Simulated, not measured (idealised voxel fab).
The following process module bears the name voxel transistor to metal.
160 nm wide, 5 nm square cells: that's cross-section cut.
Cross-section layout: square cells on a grid; listed as bands, top to bottom; a band spans one or more cell rows. First you get the band's top height and its bottom height, in nm, and then the materials it's made of, left to right, with each width in nm. If you see a single material with "full width", that one covers the band edge to edge. "blank" is empty space. Convention: height 0 is the level below which the wafer, as received, is all one material. The lowest band does not terminate at the bottom but continues downward, represented as "from 0 down". Quick explanation for "30..40": the width changes in equal steps down the rows of cells, from the first number in the band's top row to the second number in its bottom row. Step note "remained the same" = no cross-section cell changed. The label "Completely enclosed voids" introduces a list of the empty spaces, 8 cells or larger, that have no open way up to the top; each entry in it reads width x height at distance, where the distance is taken from the left edge and all three are stated in nm. Past the settings on a step's line: simulator remark, on that step. The "overlay nm" setting may appear on a step's line; for a step that uses a mask, it gives how far to the right of its planned position the mask lay, and a negative value indicates the left.
## Process steps - plan
- 1: RECEIVE | material Si
- 2: OXIDIZE | depth nm 5
- 3: CONFORMAL_DEP | material SiN | thk nm 15
- 4: DIRECTIONAL_DEP | material aC | thk nm 10
- 5: PATTERN | tone cover | mask id ACTIVE | material resist | width nm 125 | thk nm 25 | overlay nm 0
- 6: DIRECTIONAL_ETCH | etch materials aC | depth nm 10
- 7: STRIP | etch materials resist
- 8: DIRECTIONAL_ETCH | etch materials SiN | depth nm 15
- 9: DIRECTIONAL_ETCH | etch materials SiO2 | depth nm 5
- 10: DIRECTIONAL_ETCH | etch materials Si | depth nm 20
- 11: STRIP | etch materials aC
- 12: FILL_DEP | material SiO2 | thk nm 5
- 13: CMP | height nm 15
- 14: SELECTIVE_ETCH | etch materials SiO2 | depth nm 15
- 15: STRIP | etch materials SiN
- 16: SELECTIVE_ETCH | etch materials SiO2 | depth nm 5
- 17: OXIDIZE | depth nm 5
- 18: DIRECTIONAL_DEP | material polySi | thk nm 25
- 19: DIRECTIONAL_DEP | material SiCN | thk nm 15
- 20: MASKED_ETCH | tone cover | mask id GATE | width nm 35 | etch materials SiCN | depth nm 25 | overlay nm 0
- 21: MASKED_ETCH | tone cover | mask id GATE | width nm 35 | etch materials polySi | depth nm 35 | overlay nm 0
- 22: CONFORMAL_DEP | material SiN | thk nm 5
- 23: DIRECTIONAL_ETCH | etch materials SiN | depth nm 5
- 24: DIRECTIONAL_ETCH | etch materials SiO2 | depth nm 5
- 25: DIRECTIONAL_ETCH | etch materials Si | depth nm 15
- 26: EPI | material pSi | thk nm 20
- 27: FILL_DEP | material SiO2 | thk nm 10
- 28: CMP | height nm 20
- 29: STRIP | etch materials polySi
- 30: SELECTIVE_ETCH | etch materials SiO2 | depth nm 5
- 31: CONFORMAL_DEP | material HfO2 | thk nm 5
- 32: CONFORMAL_DEP | material TiN | thk nm 5
- 33: FILL_DEP | material W | thk nm 5
- 34: CMP | height nm 15
- 35: DIRECTIONAL_DEP | material SiO2 | thk nm 10
- 36: DIRECTIONAL_DEP | material aC | thk nm 10
- 37: PATTERN | tone open | mask id CONTACT | material resist | width nm 20 | pitch nm 95 | thk nm 25 | overlay nm 0
- 38: DIRECTIONAL_ETCH | etch materials aC | depth nm 10
- 39: STRIP | etch materials resist
- 40: DIRECTIONAL_ETCH | etch materials SiO2 | depth nm 30
- 41: STRIP | etch materials aC
- 42: CONFORMAL_DEP | material TiN | thk nm 5
- 43: FILL_DEP | material Ru | thk nm 5
- 44: CMP | height nm 25
- 45: DIRECTIONAL_DEP | material TiN | thk nm 5
- 46: DIRECTIONAL_DEP | material W | thk nm 20
- 47: MASKED_ETCH | tone cover | mask id METAL_1 | width nm 20 | pitch nm 95 | etch materials W | depth nm 20 | overlay nm 0
- 48: MASKED_ETCH | tone cover | mask id METAL_1 | width nm 20 | pitch nm 95 | etch materials TiN | depth nm 5 | overlay nm 0
- 49: CONFORMAL_DEP | material SiCN | thk nm 5
- 50: FILL_DEP | material lowk | thk nm 10
- 51: CMP | height nm 50
- 52: CONFORMAL_DEP | material SiN | thk nm 5
## Wafer at receipt (post step 1), cross-section
    from 0 down | Si full width
    Completely enclosed voids: none
## First wafer of two, sectioned at end of module; run went per plan
    from 55 to 50 | SiN full width
    from 50 to 30 | lowk=15, SiCN=5, W=20, SiCN=5, lowk=65, SiCN=5, W=20, SiCN=5, lowk=20
    from 30 to 25 | SiCN=20, TiN=20, SiCN=75, TiN=20, SiCN=25
    from 25 to 15 | SiO2=20, TiN=5, Ru=10, TiN=5, SiO2=75, TiN=5, Ru=10, TiN=5, SiO2=25
    from 15 to 10 | SiO2=20, TiN=5, Ru=5, TiN=10, SiO2=15, SiN=5, HfO2=5, TiN=5, W=15, TiN=5, HfO2=5, SiN=5, SiO2=15, TiN=10, Ru=5, TiN=5, SiO2=25
    from 10 to 0 | SiO2=20, TiN=5, Ru=5, TiN=5, pSi=20, SiN=5, HfO2=5, TiN=5, W=15, TiN=5, HfO2=5, SiN=5, pSi=20, TiN=5, Ru=5, TiN=5, SiO2=25
    from 0 to -5 | SiO2=20, TiN=15, pSi=20, SiN=5, HfO2=5, TiN=25, HfO2=5, SiN=5, pSi=20, TiN=15, SiO2=25
    from -5 to -10 | SiO2=10, pSi=45, HfO2=45, pSi=45, SiO2=15
    from -10 to -25 | SiO2=15, pSi=40, Si=45, pSi=40, SiO2=20
    from -25 down | Si full width
    Completely enclosed voids: none
## Now the second wafer, cross-sectioned at the end of the module. Nothing different at the start, nothing different in the plan compared with the first, just one mistake when it was actually run
    from 55 to 50 | SiN full width
    from 50 to 30 | lowk=15, SiCN=5, W=25, SiCN=5, lowk=60, SiCN=5, W=25, SiCN=5, lowk=15
    from 30 to 25 | SiCN=20, TiN=25, SiCN=70, TiN=25, SiCN=20
    from 25 to 15 | SiO2=20, TiN=5, Ru=10, TiN=5, SiO2=75, TiN=5, Ru=10, TiN=5, SiO2=25
    from 15 to 10 | SiO2=20, TiN=5, Ru=5, TiN=10, SiO2=15, SiN=5, HfO2=5, TiN=5, W=15, TiN=5, HfO2=5, SiN=5, SiO2=15, TiN=10, Ru=5, TiN=5, SiO2=25
    from 10 to 0 | SiO2=20, TiN=5, Ru=5, TiN=5, pSi=20, SiN=5, HfO2=5, TiN=5, W=15, TiN=5, HfO2=5, SiN=5, pSi=20, TiN=5, Ru=5, TiN=5, SiO2=25
    from 0 to -5 | SiO2=20, TiN=15, pSi=20, SiN=5, HfO2=5, TiN=25, HfO2=5, SiN=5, pSi=20, TiN=15, SiO2=25
    from -5 to -10 | SiO2=10, pSi=45, HfO2=45, pSi=45, SiO2=15
    from -10 to -25 | SiO2=15, pSi=40, Si=45, pSi=40, SiO2=20
    from -25 down | Si full width
    Completely enclosed voids: none
Deviation from plan: step 47 ran as: MASKED_ETCH | tone cover | mask id METAL_1 | width nm 25 | pitch nm 95 | etch materials W | depth nm 20 | overlay nm 0
Wrapping up, a cell-based count of both wafers puts the second over or under the first for these materials: SiCN -2, TiN +2, W +8, lowk -8
